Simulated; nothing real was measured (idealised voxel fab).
process module | voxel transistor to metal
cross-section cut | 155 nm wide | cells 5 nm
A cross-section is a grid of square cells, given in bands from the top down. A band is one or more rows of cells.
Each band's line starts with the height of the band's top and of its bottom, in nm. Then come its materials from left to right, each with its width in nm. One material with "throughout" fills the band from edge to edge. "air" is empty space.
Height 0 is the level under which the wafer as received is all one material. The lowest band goes on downwards, as in "0 down".
A width such as "30 to 40" changes by the same amount from each row of cells to the next, from the band's top row to its bottom row.
"no change" after a step means that no cell of the cross-section changed.
closed voids: empty space of 8 cells or more with no open way to the top, each as width x height at its distance from the left edge, in nm
after a step's settings: what the simulator itself notes on the step
overlay nm, on a step with a mask: how far to the right of its planned place the mask lay; to the left if negative
Each pair below shows a cross-section before one step and the cross-section after it, down to the lowest band that changed. The line under each pair gives the step between them, with its settings. The pairs can come from different runs of this module on the same starting wafer, so a pair continues from the pair above only where its "before" says so.
before
  0 down: Si throughout
  closed voids: none
after
  5 to 0: SiO2 throughout
  below 0: unchanged
  closed voids: none
the step between: op CONFORMAL_DEP | material SiO2 | thk nm 5
before: the cross-section after the pair above
after
  20 to 5: SiN throughout
  below 5: unchanged
  closed voids: none
the step between: op CONFORMAL_DEP | material SiN | thk nm 15
before: the cross-section after the pair above
after
  20 to 5: air 30 | SiN 95 | air 30
  below 5: unchanged
  closed voids: none
the step between: op MASKED_ETCH | tone cover | mask id ACTIVE | width nm 95 | etch materials SiN | depth nm 15 | overlay nm 0
before: the cross-section after the pair above
after
  20 to 5: air 30 | SiN 95 | air 30
  5 to 0: air 30 | SiO2 95 | air 30
  below 0: unchanged
  closed voids: none
the step between: op MASKED_ETCH | tone cover | mask id ACTIVE | width nm 95 | etch materials SiO2 | depth nm 5 | overlay nm 0
before: the cross-section after the pair above
after
  20 to 5: air 30 | SiN 95 | air 30
  5 to 0: air 30 | SiO2 95 | air 30
  0 to -25: air 30 | Si 95 | air 30
  below -25: unchanged
  closed voids: none
the step between: op MASKED_ETCH | tone cover | mask id ACTIVE | width nm 95 | etch materials Si | depth nm 25 | overlay nm 0
before: the cross-section after the pair above
after
  25 to 20: SiO2 throughout
  20 to 5: SiO2 30 | SiN 95 | SiO2 30
  5 to 0: SiO2 throughout
  0 to -25: SiO2 30 | Si 95 | SiO2 30
  below -25: unchanged
  closed voids: none
the step between: op FILL_DEP | material SiO2 | thk nm 5
before: the cross-section after the pair above
after
  20 to 5: SiO2 30 | SiN 95 | SiO2 30
  below 5: unchanged
  closed voids: none
the step between: op CMP | height nm 20
before: the cross-section after the pair above
after
  20 to 5: air 30 | SiN 95 | air 30
  below 5: unchanged
  closed voids: none
the step between: op SELECTIVE_ETCH | etch materials SiO2 | depth nm 15
before: the cross-section after the pair above
after
  5 to 0: SiO2 throughout
  below 0: unchanged
  closed voids: none
the step between: op STRIP | etch materials SiN
before: the cross-section after the pair above
after
  0 to -25: SiO2 30 | Si 95 | SiO2 30
  below -25: unchanged
  closed voids: none
the step between: op SELECTIVE_ETCH | etch materials SiO2 | depth nm 5
before: the cross-section after the pair above
after
  0 to -5: SiO2 throughout
  below -5: unchanged
  closed voids: none
the step between: op OXIDIZE | depth nm 5
before: the cross-section after the pair above
after
  20 to 0: polySi throughout
  below 0: unchanged
  closed voids: none
the step between: op DIRECTIONAL_DEP | material polySi | thk nm 20
before: the cross-section after the pair above
after
  30 to 20: SiCN throughout
  below 20: unchanged
  closed voids: none
the step between: op DIRECTIONAL_DEP | material SiCN | thk nm 10
before: the cross-section after the pair above
after
  40 to 30: aC throughout
  below 30: unchanged
  closed voids: none
the step between: op DIRECTIONAL_DEP | material aC | thk nm 10
before: the cross-section after the pair above
after
  65 to 40: air 65 | resist 25 | air 65
  below 40: unchanged
  closed voids: none
the step between: op PATTERN | tone cover | mask id GATE | material resist | width nm 25 | thk nm 25 | overlay nm 0
before: the cross-section after the pair above
after
  55 to 40: air 65 | resist 25 | air 65
  40 to 30: air 65 | aC 25 | air 65
  below 30: unchanged
  closed voids: none
the step between: op DIRECTIONAL_ETCH | etch materials aC | depth nm 10
before: the cross-section after the pair above
after
  40 to 30: air 65 | aC 25 | air 65
  below 30: unchanged
  closed voids: none
the step between: op STRIP | etch materials resist
before: the cross-section after the pair above
after
  40 to 30: air 65 | aC 25 | air 65
  30 to 20: air 65 | SiCN 25 | air 65
  below 20: unchanged
  closed voids: none
the step between: op DIRECTIONAL_ETCH | etch materials SiCN | depth nm 20
before: the cross-section after the pair above
after
  40 to 30: air 65 | aC 25 | air 65
  30 to 20: air 65 | SiCN 25 | air 65
  20 to 0: air 65 | polySi 25 | air 65
  below 0: unchanged
  closed voids: none
the step between: op DIRECTIONAL_ETCH | etch materials polySi | depth nm 30
before: the cross-section after the pair above
after
  30 to 20: air 65 | SiCN 25 | air 65
  below 20: unchanged
  closed voids: none
the step between: op STRIP | etch materials aC
before: the cross-section after the pair above
after
  35 to 30: air 60 | SiO2 35 | air 60
  30 to 20: air 60 | SiO2 5 | SiCN 25 | SiO2 5 | air 60
  20 to 5: air 60 | SiO2 5 | polySi 25 | SiO2 5 | air 60
  5 to 0: SiO2 65 | polySi 25 | SiO2 65
  below 0: unchanged
  closed voids: none
the step between: op CONFORMAL_DEP | material SiO2 | thk nm 5
before: the cross-section after the pair above
after
  30 to 20: air 60 | SiO2 5 | SiCN 25 | SiO2 5 | air 60
  20 to 0: air 60 | SiO2 5 | polySi 25 | SiO2 5 | air 60
  below 0: unchanged
  closed voids: none
the step between: op DIRECTIONAL_ETCH | etch materials SiO2 | depth nm 5
before: the cross-section after the pair above
after
  35 to 30: air 55 | SiN 45 | air 55
  30 to 20: air 55 | SiN 5 | SiO2 5 | SiCN 25 | SiO2 5 | SiN 5 | air 55
  20 to 5: air 55 | SiN 5 | SiO2 5 | polySi 25 | SiO2 5 | SiN 5 | air 55
  5 to 0: SiN 60 | SiO2 5 | polySi 25 | SiO2 5 | SiN 60
  below 0: unchanged
  closed voids: none
the step between: op CONFORMAL_DEP | material SiN | thk nm 5
before: the cross-section after the pair above
after
  30 to 20: air 55 | SiN 5 | SiO2 5 | SiCN 25 | SiO2 5 | SiN 5 | air 55
  20 to 0: air 55 | SiN 5 | SiO2 5 | polySi 25 | SiO2 5 | SiN 5 | air 55
  below 0: unchanged
  closed voids: none
the step between: op DIRECTIONAL_ETCH | etch materials SiN | depth nm 5
before: the cross-section after the pair above
after
  30 to 25: air 55 | SiN 5 | air 5 | SiCN 25 | air 5 | SiN 5 | air 55
  25 to 20: air 55 | SiN 5 | SiO2 5 | SiCN 25 | SiO2 5 | SiN 5 | air 55
  20 to 0: air 55 | SiN 5 | SiO2 5 | polySi 25 | SiO2 5 | SiN 5 | air 55
  0 to -5: air 55 | SiO2 45 | air 55
  below -5: unchanged
  closed voids: none
the step between: op DIRECTIONAL_ETCH | etch materials SiO2 | depth nm 5
before: the cross-section after the pair above
after
  30 to 25: air 55 | SiN 5 | air 5 | SiCN 25 | air 5 | SiN 5 | air 55
  25 to 20: air 55 | SiN 5 | SiO2 5 | SiCN 25 | SiO2 5 | SiN 5 | air 55
  20 to 0: air 55 | SiN 5 | SiO2 5 | polySi 25 | SiO2 5 | SiN 5 | air 55
  0 to -5: air 25 | pSi 30 | SiO2 45 | pSi 30 | air 25
  below -5: unchanged
  closed voids: none
the step between: op EPI | material pSi | thk nm 5
before: the cross-section after the pair above
after
  40 to 30: SiO2 throughout
  30 to 20: SiO2 55 | SiN 5 | SiO2 5 | SiCN 25 | SiO2 5 | SiN 5 | SiO2 55
  20 to 0: SiO2 55 | SiN 5 | SiO2 5 | polySi 25 | SiO2 5 | SiN 5 | SiO2 55
  0 to -5: SiO2 25 | pSi 30 | SiO2 45 | pSi 30 | SiO2 25
  below -5: unchanged
  closed voids: none
the step between: op FILL_DEP | material SiO2 | thk nm 10
before: the cross-section after the pair above
after
  20 to 0: SiO2 55 | SiN 5 | SiO2 5 | polySi 25 | SiO2 5 | SiN 5 | SiO2 55
  below 0: unchanged
  closed voids: none
the step between: op CMP | height nm 20
before: the cross-section after the pair above
after
  20 to 0: SiO2 55 | SiN 5 | SiO2 5 | air 25 | SiO2 5 | SiN 5 | SiO2 55
  below 0: unchanged
  closed voids: none
the step between: op STRIP | etch materials polySi
before: the cross-section after the pair above
after
  20 to 15: air 55 | SiN 5 | air 35 | SiN 5 | air 55
  15 to 0: SiO2 55 | SiN 5 | air 35 | SiN 5 | SiO2 55
  0 to -5: SiO2 25 | pSi 30 | SiO2 5 | air 35 | SiO2 5 | pSi 30 | SiO2 25
  below -5: unchanged
  closed voids: none
the step between: op SELECTIVE_ETCH | etch materials SiO2 | depth nm 5
before: the cross-section after the pair above
after
  25 to 20: air 50 | HfO2 15 | air 25 | HfO2 15 | air 50
  20 to 15: HfO2 55 | SiN 5 | HfO2 5 | air 25 | HfO2 5 | SiN 5 | HfO2 55
  15 to 0: SiO2 55 | SiN 5 | HfO2 5 | air 25 | HfO2 5 | SiN 5 | SiO2 55
  0 to -5: SiO2 25 | pSi 30 | SiO2 5 | HfO2 35 | SiO2 5 | pSi 30 | SiO2 25
  below -5: unchanged
  closed voids: none
the step between: op CONFORMAL_DEP | material HfO2 | thk nm 5
before: the cross-section after the pair above
after
  30 to 25: air 45 | TiN 25 | air 15 | TiN 25 | air 45
  25 to 20: TiN 50 | HfO2 15 | TiN 5 | air 15 | TiN 5 | HfO2 15 | TiN 50
  20 to 15: HfO2 55 | SiN 5 | HfO2 5 | TiN 5 | air 15 | TiN 5 | HfO2 5 | SiN 5 | HfO2 55
  15 to 5: SiO2 55 | SiN 5 | HfO2 5 | TiN 5 | air 15 | TiN 5 | HfO2 5 | SiN 5 | SiO2 55
  5 to 0: SiO2 55 | SiN 5 | HfO2 5 | TiN 25 | HfO2 5 | SiN 5 | SiO2 55
  below 0: unchanged
  closed voids: none
the step between: op CONFORMAL_DEP | material TiN | thk nm 5
before: the cross-section after the pair above
after
  35 to 30: W throughout
  30 to 25: W 45 | TiN 25 | W 15 | TiN 25 | W 45
  25 to 20: TiN 50 | HfO2 15 | TiN 5 | W 15 | TiN 5 | HfO2 15 | TiN 50
  20 to 15: HfO2 55 | SiN 5 | HfO2 5 | TiN 5 | W 15 | TiN 5 | HfO2 5 | SiN 5 | HfO2 55
  15 to 5: SiO2 55 | SiN 5 | HfO2 5 | TiN 5 | W 15 | TiN 5 | HfO2 5 | SiN 5 | SiO2 55
  below 5: unchanged
  closed voids: none
the step between: op FILL_DEP | material W | thk nm 5
before: the cross-section after the pair above
after
  15 to 5: SiO2 55 | SiN 5 | HfO2 5 | TiN 5 | W 15 | TiN 5 | HfO2 5 | SiN 5 | SiO2 55
  below 5: unchanged
  closed voids: none
the step between: op CMP | height nm 15
before: the cross-section after the pair above
after
  30 to 15: SiO2 throughout
  below 15: unchanged
  closed voids: none
the step between: op DIRECTIONAL_DEP | material SiO2 | thk nm 15
before: the cross-section after the pair above
after
  30 to 15: SiO2 35 | air 15 | SiO2 55 | air 15 | SiO2 35
  15 to 5: SiO2 35 | air 15 | SiO2 5 | SiN 5 | HfO2 5 | TiN 5 | W 15 | TiN 5 | HfO2 5 | SiN 5 | SiO2 5 | air 15 | SiO2 35
  5 to 0: SiO2 35 | air 15 | SiO2 5 | SiN 5 | HfO2 5 | TiN 25 | HfO2 5 | SiN 5 | SiO2 5 | air 15 | SiO2 35
  below 0: unchanged
  closed voids: none
the step between: op MASKED_ETCH | tone open | mask id CONTACT | width nm 15 | pitch nm 70 | etch materials SiO2 | depth nm 30 | overlay nm 0
before: the cross-section after the pair above
after
  35 to 30: TiN 40 | air 5 | TiN 65 | air 5 | TiN 40
  30 to 15: SiO2 35 | TiN 5 | air 5 | TiN 5 | SiO2 55 | TiN 5 | air 5 | TiN 5 | SiO2 35
  15 to 5: SiO2 35 | TiN 5 | air 5 | TiN 5 | SiO2 5 | SiN 5 | HfO2 5 | TiN 5 | W 15 | TiN 5 | HfO2 5 | SiN 5 | SiO2 5 | TiN 5 | air 5 | TiN 5 | SiO2 35
  5 to 0: SiO2 35 | TiN 15 | SiO2 5 | SiN 5 | HfO2 5 | TiN 25 | HfO2 5 | SiN 5 | SiO2 5 | TiN 15 | SiO2 35
  below 0: unchanged
  closed voids: none
the step between: op CONFORMAL_DEP | material TiN | thk nm 5
before: the cross-section after the pair above
after
  40 to 35: Ru throughout
  35 to 30: TiN 40 | Ru 5 | TiN 65 | Ru 5 | TiN 40
  30 to 15: SiO2 35 | TiN 5 | Ru 5 | TiN 5 | SiO2 55 | TiN 5 | Ru 5 | TiN 5 | SiO2 35
  15 to 5: SiO2 35 | TiN 5 | Ru 5 | TiN 5 | SiO2 5 | SiN 5 | HfO2 5 | TiN 5 | W 15 | TiN 5 | HfO2 5 | SiN 5 | SiO2 5 | TiN 5 | Ru 5 | TiN 5 | SiO2 35
  below 5: unchanged
  closed voids: none
the step between: op FILL_DEP | material Ru | thk nm 5
before: the cross-section after the pair above
after
  30 to 15: SiO2 35 | TiN 5 | Ru 5 | TiN 5 | SiO2 55 | TiN 5 | Ru 5 | TiN 5 | SiO2 35
  below 15: unchanged
  closed voids: none
the step between: op CMP | height nm 30
before: the cross-section after the pair above
after
  35 to 30: TiN throughout
  below 30: unchanged
  closed voids: none
the step between: op DIRECTIONAL_DEP | material TiN | thk nm 5
before: the cross-section after the pair above
after
  50 to 35: W throughout
  below 35: unchanged
  closed voids: none
the step between: op DIRECTIONAL_DEP | material W | thk nm 15
before: the cross-section after the pair above
after
  65 to 50: air 35 | resist 15 | air 55 | resist 15 | air 35
  below 50: unchanged
  closed voids: none
the step between: op PATTERN | tone cover | mask id METAL_1 | material resist | width nm 15 | pitch nm 70 | thk nm 15 | overlay nm 0
before: the cross-section after the pair above
after
  65 to 50: air 35 | resist 15 | air 55 | resist 15 | air 35
  50 to 35: air 35 | W 15 | air 55 | W 15 | air 35
  below 35: unchanged
  closed voids: none
the step between: op DIRECTIONAL_ETCH | etch materials W | depth nm 15
before: the cross-section after the pair above
after
  65 to 50: air 35 | resist 15 | air 55 | resist 15 | air 35
  50 to 35: air 35 | W 15 | air 55 | W 15 | air 35
  35 to 30: air 35 | TiN 15 | air 55 | TiN 15 | air 35
  below 30: unchanged
  closed voids: none
the step between: op DIRECTIONAL_ETCH | etch materials TiN | depth nm 5
before: the cross-section after the pair above
after
  50 to 35: air 35 | W 15 | air 55 | W 15 | air 35
  below 35: unchanged
  closed voids: none
the step between: op STRIP | etch materials resist
before: the cross-section after the pair above
after
  55 to 50: air 30 | SiCN 25 | air 45 | SiCN 25 | air 30
  50 to 35: air 30 | SiCN 5 | W 15 | SiCN 5 | air 45 | SiCN 5 | W 15 | SiCN 5 | air 30
  35 to 30: SiCN 35 | TiN 15 | SiCN 55 | TiN 15 | SiCN 35
  below 30: unchanged
  closed voids: none
the step between: op CONFORMAL_DEP | material SiCN | thk nm 5
before: the cross-section after the pair above
after
  60 to 55: SiO2 throughout
  55 to 50: SiO2 30 | SiCN 25 | SiO2 45 | SiCN 25 | SiO2 30
  50 to 35: SiO2 30 | SiCN 5 | W 15 | SiCN 5 | SiO2 45 | SiCN 5 | W 15 | SiCN 5 | SiO2 30
  below 35: unchanged
  closed voids: none
the step between: op FILL_DEP | material SiO2 | thk nm 5
before: the cross-section after the pair above
after
  50 to 35: SiO2 30 | SiCN 5 | W 15 | SiCN 5 | SiO2 45 | SiCN 5 | W 15 | SiCN 5 | SiO2 30
  below 35: unchanged
  closed voids: none
the step between: op CMP | height nm 50
before: the cross-section after the pair above
after
  55 to 50: SiCN throughout
  below 50: unchanged
  closed voids: none
the step between: op CONFORMAL_DEP | material SiCN | thk nm 5
before: the cross-section after the pair above
after
  90 to 55: SiO2 throughout
  below 55: unchanged
  closed voids: none
the step between: op DIRECTIONAL_DEP | material SiO2 | thk nm 35
before: the cross-section after the pair above
after
  110 to 90: resist 35 | air 15 | resist 55 | air 15 | resist 35
  below 90: unchanged
  closed voids: none
the step between: op PATTERN | tone open | mask id METAL_2 | material resist | width nm 15 | pitch nm 70 | thk nm 20 | overlay nm 0
before: the cross-section after the pair above
after
  110 to 90: resist 35 | air 15 | resist 55 | air 15 | resist 35
  90 to 70: SiO2 35 | air 15 | SiO2 55 | air 15 | SiO2 35
  below 70: unchanged
  closed voids: none
the step between: op DIRECTIONAL_ETCH | etch materials SiO2 | depth nm 20
before: the cross-section after the pair above
after
  90 to 70: SiO2 35 | air 15 | SiO2 55 | air 15 | SiO2 35
  below 70: unchanged
  closed voids: none
the step between: op STRIP | etch materials resist
before: the cross-section after the pair above
after
  105 to 90: resist 35 | air 15 | resist 55 | air 15 | resist 35
  below 90: unchanged
  closed voids: none
the step between: op PATTERN | tone open | mask id METAL_2_HOLES | material resist | width nm 15 | pitch nm 70 | thk nm 15 | overlay nm 0
before: the cross-section after the pair above
after
  105 to 90: resist 35 | air 15 | resist 55 | air 15 | resist 35
  90 to 55: SiO2 35 | air 15 | SiO2 55 | air 15 | SiO2 35
  below 55: unchanged
  closed voids: none
the step between: op DIRECTIONAL_ETCH | etch materials SiO2 | depth nm 15
before: the cross-section after the pair above
after
  105 to 90: resist 35 | air 15 | resist 55 | air 15 | resist 35
  90 to 55: SiO2 35 | air 15 | SiO2 55 | air 15 | SiO2 35
  55 to 50: SiCN 35 | air 15 | SiCN 55 | air 15 | SiCN 35
  below 50: unchanged
  closed voids: none
the step between: op DIRECTIONAL_ETCH | etch materials SiCN | depth nm 5
before: the cross-section after the pair above
after
  90 to 55: SiO2 35 | air 15 | SiO2 55 | air 15 | SiO2 35
  below 55: unchanged
  closed voids: none
the step between: op STRIP | etch materials resist
before: the cross-section after the pair above
after
  95 to 90: TiN 40 | air 5 | TiN 65 | air 5 | TiN 40
  90 to 55: SiO2 35 | TiN 5 | air 5 | TiN 5 | SiO2 55 | TiN 5 | air 5 | TiN 5 | SiO2 35
  55 to 50: SiCN 35 | TiN 15 | SiCN 55 | TiN 15 | SiCN 35
  below 50: unchanged
  closed voids: none
the step between: op CONFORMAL_DEP | material TiN | thk nm 5
before: the cross-section after the pair above
after
  100 to 95: Ru throughout
  95 to 90: TiN 40 | Ru 5 | TiN 65 | Ru 5 | TiN 40
  90 to 55: SiO2 35 | TiN 5 | Ru 5 | TiN 5 | SiO2 55 | TiN 5 | Ru 5 | TiN 5 | SiO2 35
  below 55: unchanged
  closed voids: none
the step between: op FILL_DEP | material Ru | thk nm 5
before: the cross-section after the pair above
after
  90 to 55: SiO2 35 | TiN 5 | Ru 5 | TiN 5 | SiO2 55 | TiN 5 | Ru 5 | TiN 5 | SiO2 35
  below 55: unchanged
  closed voids: none
the step between: op CMP | height nm 90
before: the cross-section after the pair above
after
  95 to 90: SiCN throughout
  below 90: unchanged
  closed voids: none
the step between: op CONFORMAL_DEP | material SiCN | thk nm 5
before
  30 to 20: air 60 | SiO2 5 | SiCN 25 | SiO2 5 | air 60
  20 to 0: air 60 | SiO2 5 | polySi 25 | SiO2 5 | air 60
  0 to -5: SiO2 throughout
  -5 to -25: SiO2 30 | Si 95 | SiO2 30
  -25 down: Si throughout
  closed voids: none
after
  30 to 25: air 65 | SiCN 25 | air 65
  25 to 20: air 60 | SiO2 5 | SiCN 25 | SiO2 5 | air 60
  20 to 0: air 60 | SiO2 5 | polySi 25 | SiO2 5 | air 60
  0 to -5: air 60 | SiO2 35 | air 60
  below -5: unchanged
  closed voids: none
the step between: op DIRECTIONAL_ETCH | etch materials SiO2 | depth nm 5
before: the cross-section after the pair above
after
  30 to 25: air 65 | SiCN 25 | air 65
  25 to 20: air 60 | SiO2 5 | SiCN 25 | SiO2 5 | air 60
  20 to 0: air 60 | SiO2 5 | polySi 25 | SiO2 5 | air 60
  0 to -5: air 25 | pSi 35 | SiO2 35 | pSi 35 | air 25
  below -5: unchanged
  closed voids: none
the step between: op EPI | material pSi | thk nm 5
before: the cross-section after the pair above
after
  40 to 30: SiO2 throughout
  30 to 20: SiO2 65 | SiCN 25 | SiO2 65
  20 to 0: SiO2 65 | polySi 25 | SiO2 65
  0 to -5: SiO2 25 | pSi 35 | SiO2 35 | pSi 35 | SiO2 25
  below -5: unchanged
  closed voids: none
the step between: op FILL_DEP | material SiO2 | thk nm 10
before: the cross-section after the pair above
after
  20 to 0: SiO2 65 | polySi 25 | SiO2 65
  below 0: unchanged
  closed voids: none
the step between: op CMP | height nm 20
before: the cross-section after the pair above
after
  20 to 0: SiO2 65 | air 25 | SiO2 65
  below 0: unchanged
  closed voids: none
the step between: op STRIP | etch materials polySi
before: the cross-section after the pair above
after
  15 to 0: SiO2 60 | air 35 | SiO2 60
  0 to -5: SiO2 25 | pSi 35 | air 35 | pSi 35 | SiO2 25
  below -5: unchanged
  closed voids: none
the step between: op SELECTIVE_ETCH | etch materials SiO2 | depth nm 5
before: the cross-section after the pair above
after
  20 to 15: HfO2 65 | air 25 | HfO2 65
  15 to 0: SiO2 60 | HfO2 5 | air 25 | HfO2 5 | SiO2 60
  0 to -5: SiO2 25 | pSi 35 | HfO2 35 | pSi 35 | SiO2 25
  below -5: unchanged
  closed voids: none
the step between: op CONFORMAL_DEP | material HfO2 | thk nm 5
before: the cross-section after the pair above
after
  25 to 20: TiN 70 | air 15 | TiN 70
  20 to 15: HfO2 65 | TiN 5 | air 15 | TiN 5 | HfO2 65
  15 to 5: SiO2 60 | HfO2 5 | TiN 5 | air 15 | TiN 5 | HfO2 5 | SiO2 60
  5 to 0: SiO2 60 | HfO2 5 | TiN 25 | HfO2 5 | SiO2 60
  below 0: unchanged
  closed voids: none
the step between: op CONFORMAL_DEP | material TiN | thk nm 5
before: the cross-section after the pair above
after
  30 to 25: W throughout
  25 to 20: TiN 70 | W 15 | TiN 70
  20 to 15: HfO2 65 | TiN 5 | W 15 | TiN 5 | HfO2 65
  15 to 5: SiO2 60 | HfO2 5 | TiN 5 | W 15 | TiN 5 | HfO2 5 | SiO2 60
  below 5: unchanged
  closed voids: none
the step between: op FILL_DEP | material W | thk nm 5
before: the cross-section after the pair above
after
  15 to 5: SiO2 60 | HfO2 5 | TiN 5 | W 15 | TiN 5 | HfO2 5 | SiO2 60
  below 5: unchanged
  closed voids: none
the step between: op CMP | height nm 15
before: the cross-section after the pair above
after
  30 to 15: SiO2 throughout
  below 15: unchanged
  closed voids: none
the step between: op DIRECTIONAL_DEP | material SiO2 | thk nm 15
before: the cross-section after the pair above
after
  30 to 15: SiO2 35 | air 15 | SiO2 55 | air 15 | SiO2 35
  15 to 5: SiO2 35 | air 15 | SiO2 10 | HfO2 5 | TiN 5 | W 15 | TiN 5 | HfO2 5 | SiO2 10 | air 15 | SiO2 35
  5 to 0: SiO2 35 | air 15 | SiO2 10 | HfO2 5 | TiN 25 | HfO2 5 | SiO2 10 | air 15 | SiO2 35
  below 0: unchanged
  closed voids: none
the step between: op MASKED_ETCH | tone open | mask id CONTACT | width nm 15 | pitch nm 70 | etch materials SiO2 | depth nm 30 | overlay nm 0
before: the cross-section after the pair above
after
  35 to 30: TiN 40 | air 5 | TiN 65 | air 5 | TiN 40
  30 to 15: SiO2 35 | TiN 5 | air 5 | TiN 5 | SiO2 55 | TiN 5 | air 5 | TiN 5 | SiO2 35
  15 to 5: SiO2 35 | TiN 5 | air 5 | TiN 5 | SiO2 10 | HfO2 5 | TiN 5 | W 15 | TiN 5 | HfO2 5 | SiO2 10 | TiN 5 | air 5 | TiN 5 | SiO2 35
  5 to 0: SiO2 35 | TiN 15 | SiO2 10 | HfO2 5 | TiN 25 | HfO2 5 | SiO2 10 | TiN 15 | SiO2 35
  below 0: unchanged
  closed voids: none
the step between: op CONFORMAL_DEP | material TiN | thk nm 5
before: the cross-section after the pair above
after
  40 to 35: Ru throughout
  35 to 30: TiN 40 | Ru 5 | TiN 65 | Ru 5 | TiN 40
  30 to 15: SiO2 35 | TiN 5 | Ru 5 | TiN 5 | SiO2 55 | TiN 5 | Ru 5 | TiN 5 | SiO2 35
  15 to 5: SiO2 35 | TiN 5 | Ru 5 | TiN 5 | SiO2 10 | HfO2 5 | TiN 5 | W 15 | TiN 5 | HfO2 5 | SiO2 10 | TiN 5 | Ru 5 | TiN 5 | SiO2 35
  below 5: unchanged
  closed voids: none
the step between: op FILL_DEP | material Ru | thk nm 5
before: the cross-section after the pair above
after
  30 to 15: SiO2 35 | TiN 5 | Ru 5 | TiN 5 | SiO2 55 | TiN 5 | Ru 5 | TiN 5 | SiO2 35
  below 15: unchanged
  closed voids: none
the step between: op CMP | height nm 30
before: the cross-section after the pair above
after
  35 to 30: TiN throughout
  below 30: unchanged
  closed voids: none
the step between: op DIRECTIONAL_DEP | material TiN | thk nm 5
before: the cross-section after the pair above
after
  50 to 35: W throughout
  below 35: unchanged
  closed voids: none
the step between: op DIRECTIONAL_DEP | material W | thk nm 15
before: the cross-section after the pair above
after
  65 to 50: air 35 | resist 15 | air 55 | resist 15 | air 35
  below 50: unchanged
  closed voids: none
the step between: op PATTERN | tone cover | mask id METAL_1 | material resist | width nm 15 | pitch nm 70 | thk nm 15 | overlay nm 0
before: the cross-section after the pair above
after
  65 to 50: air 35 | resist 15 | air 55 | resist 15 | air 35
  50 to 35: air 35 | W 15 | air 55 | W 15 | air 35
  below 35: unchanged
  closed voids: none
the step between: op DIRECTIONAL_ETCH | etch materials W | depth nm 15
before: the cross-section after the pair above
after
  65 to 50: air 35 | resist 15 | air 55 | resist 15 | air 35
  50 to 35: air 35 | W 15 | air 55 | W 15 | air 35
  35 to 30: air 35 | TiN 15 | air 55 | TiN 15 | air 35
  below 30: unchanged
  closed voids: none
the step between: op DIRECTIONAL_ETCH | etch materials TiN | depth nm 5
before: the cross-section after the pair above
after
  50 to 35: air 35 | W 15 | air 55 | W 15 | air 35
  below 35: unchanged
  closed voids: none
the step between: op STRIP | etch materials resist
before: the cross-section after the pair above
after
  55 to 50: air 30 | SiCN 25 | air 45 | SiCN 25 | air 30
  50 to 35: air 30 | SiCN 5 | W 15 | SiCN 5 | air 45 | SiCN 5 | W 15 | SiCN 5 | air 30
  35 to 30: SiCN 35 | TiN 15 | SiCN 55 | TiN 15 | SiCN 35
  below 30: unchanged
  closed voids: none
the step between: op CONFORMAL_DEP | material SiCN | thk nm 5
before: the cross-section after the pair above
after
  60 to 55: SiO2 throughout
  55 to 50: SiO2 30 | SiCN 25 | SiO2 45 | SiCN 25 | SiO2 30
  50 to 35: SiO2 30 | SiCN 5 | W 15 | SiCN 5 | SiO2 45 | SiCN 5 | W 15 | SiCN 5 | SiO2 30
  below 35: unchanged
  closed voids: none
the step between: op FILL_DEP | material SiO2 | thk nm 5
before: the cross-section after the pair above
after
  50 to 35: SiO2 30 | SiCN 5 | W 15 | SiCN 5 | SiO2 45 | SiCN 5 | W 15 | SiCN 5 | SiO2 30
  below 35: unchanged
  closed voids: none
the step between: op CMP | height nm 50
before: the cross-section after the pair above
after
  55 to 50: SiCN throughout
  below 50: unchanged
  closed voids: none
the step between: op CONFORMAL_DEP | material SiCN | thk nm 5
before: the cross-section after the pair above
after
  90 to 55: SiO2 throughout
  below 55: unchanged
  closed voids: none
the step between: op DIRECTIONAL_DEP | material SiO2 | thk nm 35
before: the cross-section after the pair above
after
  110 to 90: resist 35 | air 15 | resist 55 | air 15 | resist 35
  below 90: unchanged
  closed voids: none
the step between: op PATTERN | tone open | mask id METAL_2 | material resist | width nm 15 | pitch nm 70 | thk nm 20 | overlay nm 0
before: the cross-section after the pair above
after
  110 to 90: resist 35 | air 15 | resist 55 | air 15 | resist 35
  90 to 70: SiO2 35 | air 15 | SiO2 55 | air 15 | SiO2 35
  below 70: unchanged
  closed voids: none
the step between: op DIRECTIONAL_ETCH | etch materials SiO2 | depth nm 20
before: the cross-section after the pair above
after
  90 to 70: SiO2 35 | air 15 | SiO2 55 | air 15 | SiO2 35
  below 70: unchanged
  closed voids: none
the step between: op STRIP | etch materials resist
before: the cross-section after the pair above
after
  105 to 90: resist 35 | air 15 | resist 55 | air 15 | resist 35
  below 90: unchanged
  closed voids: none
the step between: op PATTERN | tone open | mask id METAL_2_HOLES | material resist | width nm 15 | pitch nm 70 | thk nm 15 | overlay nm 0
before: the cross-section after the pair above
after
  105 to 90: resist 35 | air 15 | resist 55 | air 15 | resist 35
  90 to 55: SiO2 35 | air 15 | SiO2 55 | air 15 | SiO2 35
  below 55: unchanged
  closed voids: none
the step between: op DIRECTIONAL_ETCH | etch materials SiO2 | depth nm 15
before: the cross-section after the pair above
after
  105 to 90: resist 35 | air 15 | resist 55 | air 15 | resist 35
  90 to 55: SiO2 35 | air 15 | SiO2 55 | air 15 | SiO2 35
  55 to 50: SiCN 35 | air 15 | SiCN 55 | air 15 | SiCN 35
  below 50: unchanged
  closed voids: none
the step between: op DIRECTIONAL_ETCH | etch materials SiCN | depth nm 5
before: the cross-section after the pair above
after
  90 to 55: SiO2 35 | air 15 | SiO2 55 | air 15 | SiO2 35
  below 55: unchanged
  closed voids: none
the step between: op STRIP | etch materials resist
before: the cross-section after the pair above
after
  95 to 90: TiN 40 | air 5 | TiN 65 | air 5 | TiN 40
  90 to 55: SiO2 35 | TiN 5 | air 5 | TiN 5 | SiO2 55 | TiN 5 | air 5 | TiN 5 | SiO2 35
  55 to 50: SiCN 35 | TiN 15 | SiCN 55 | TiN 15 | SiCN 35
  below 50: unchanged
  closed voids: none
the step between: op CONFORMAL_DEP | material TiN | thk nm 5
before: the cross-section after the pair above
after
  100 to 95: Ru throughout
  95 to 90: TiN 40 | Ru 5 | TiN 65 | Ru 5 | TiN 40
  90 to 55: SiO2 35 | TiN 5 | Ru 5 | TiN 5 | SiO2 55 | TiN 5 | Ru 5 | TiN 5 | SiO2 35
  below 55: unchanged
  closed voids: none
the step between: op FILL_DEP | material Ru | thk nm 5
before: the cross-section after the pair above
after
  90 to 55: SiO2 35 | TiN 5 | Ru 5 | TiN 5 | SiO2 55 | TiN 5 | Ru 5 | TiN 5 | SiO2 35
  below 55: unchanged
  closed voids: none
the step between: op CMP | height nm 90
before: the cross-section after the pair above
after
  95 to 90: SiCN throughout
  below 90: unchanged
  closed voids: none
the step between: op CONFORMAL_DEP | material SiCN | thk nm 5
